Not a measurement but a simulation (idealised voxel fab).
process module | voxel self aligned contacts
cross-section cut | 210 nm wide | cells 5 nm
A cross-section is a grid of square cells, given in bands from the top down. A band is one or more rows of cells.
Each band's line starts with the height of the band's top and of its bottom, in nm. Then come its materials from left to right, each with its width in nm. One material with "throughout" fills the band from edge to edge. "air" is empty space.
Height 0 is the level under which the wafer as received is all one material. The lowest band goes on downwards, as in "0 down".
A width such as "30 to 40" changes by the same amount from each row of cells to the next, from the band's top row to its bottom row.
"no change" after a step means that no cell of the cross-section changed.
closed voids: empty space of 8 cells or more with no open way to the top, each as width x height at its distance from the left edge, in nm
after a step's settings: what the simulator itself notes on the step
overlay nm, on a step with a mask: how far to the right of its planned place the mask lay; to the left if negative
plan
1 op RECEIVE | material Si
2 op OXIDIZE | depth nm 5
3 op DIRECTIONAL_DEP | material polySi | thk nm 25
4 op DIRECTIONAL_DEP | material SiN | thk nm 20
5 op PATTERN | tone cover | mask id GATE | material resist | width nm 30 | pitch nm 55 | thk nm 15 | overlay nm 0
6 op DIRECTIONAL_ETCH | etch materials SiN | depth nm 10
7 op DIRECTIONAL_ETCH | etch materials polySi | depth nm 25
8 op STRIP | etch materials resist
9 op CONFORMAL_DEP | material SiN | thk nm 5
10 op DIRECTIONAL_ETCH | etch materials SiN | depth nm 5
11 op FILL_DEP | material SiO2 | thk nm 15
12 op CMP | height nm 55
13 op PATTERN | tone open | mask id CONTACT | material resist | width nm 35 | pitch nm 55 | thk nm 15 | overlay nm 0
14 op DIRECTIONAL_ETCH | etch materials SiO2 | depth nm 60
15 op STRIP | etch materials resist
16 op CONFORMAL_DEP | material TiN | thk nm 5
17 op FILL_DEP | material W | thk nm 10
18 op CMP | height nm 55
19 op CONFORMAL_DEP | material SiCN | thk nm 5
varied across the wafers: depth nm of step 6. The plan shows the first wafer's value. All wafers start alike
first wafer as received, after step 1
  0 down: Si throughout
  closed voids: none
first wafer at the end, after step 19
  60 to 55: SiCN throughout
  55 to 45: SiO2 60 | TiN 5 to 15 | W 25 to 5 | TiN 5 to 15 | SiO2 20 | TiN 5 to 15 | W 25 to 5 | TiN 5 to 15 | SiO2 60
  45 to 40: SiO2 30 | SiN 40 | TiN 5 | W 5 | TiN 5 | SiN 40 | TiN 5 | W 5 | TiN 5 | SiN 40 | SiO2 30
  40 to 35: SiO2 30 | SiN 40 | TiN 15 | SiN 40 | TiN 15 | SiN 40 | SiO2 30
  35 to 25: SiN throughout
  25 to 0: polySi throughout
  0 to -5: SiO2 throughout
  -5 down: Si throughout
  closed voids: none
last wafer at the end
  60 to 55: SiCN throughout
  55 to 45: SiO2 60 | TiN 5 to 15 | W 25 to 5 | TiN 5 to 15 | SiO2 20 | TiN 5 to 15 | W 25 to 5 | TiN 5 to 15 | SiO2 60
  45 to 25: SiO2 30 | SiN 40 | TiN 5 | W 5 | TiN 5 | SiN 40 | TiN 5 | W 5 | TiN 5 | SiN 40 | SiO2 30
  25 to 0: SiO2 30 | SiN 5 | polySi 30 | SiN 5 | TiN 5 | W 5 | TiN 5 | SiN 5 | polySi 30 | SiN 5 | TiN 5 | W 5 | TiN 5 | SiN 5 | polySi 30 | SiN 5 | SiO2 30
  0 to -5: SiO2 70 | TiN 15 | SiO2 40 | TiN 15 | SiO2 70
  -5 down: Si throughout
  closed voids: none
each wafer at the end: cells of each material gained (+) or lost (-) since it was received, then its closed voids
depth nm 10 | -42 Si | +42 SiCN | +132 SiN | +122 SiO2 | +26 TiN | +14 W | +210 polySi | closed voids: none
depth nm 15 | -42 Si | +42 SiCN | +114 SiN | +134 SiO2 | +30 TiN | +16 W | +210 polySi | closed voids: none
depth nm 20 | -42 Si | +42 SiCN | +126 SiN | +200 SiO2 | +58 TiN | +30 W | +90 polySi | closed voids: none
depth nm 25 | -42 Si | +42 SiCN | +126 SiN | +200 SiO2 | +58 TiN | +30 W | +90 polySi | closed voids: none
depth nm 30 | -42 Si | +42 SiCN | +126 SiN | +200 SiO2 | +58 TiN | +30 W | +90 polySi | closed voids: none
depth nm 35 | -42 Si | +42 SiCN | +126 SiN | +200 SiO2 | +58 TiN | +30 W | +90 polySi | closed voids: none
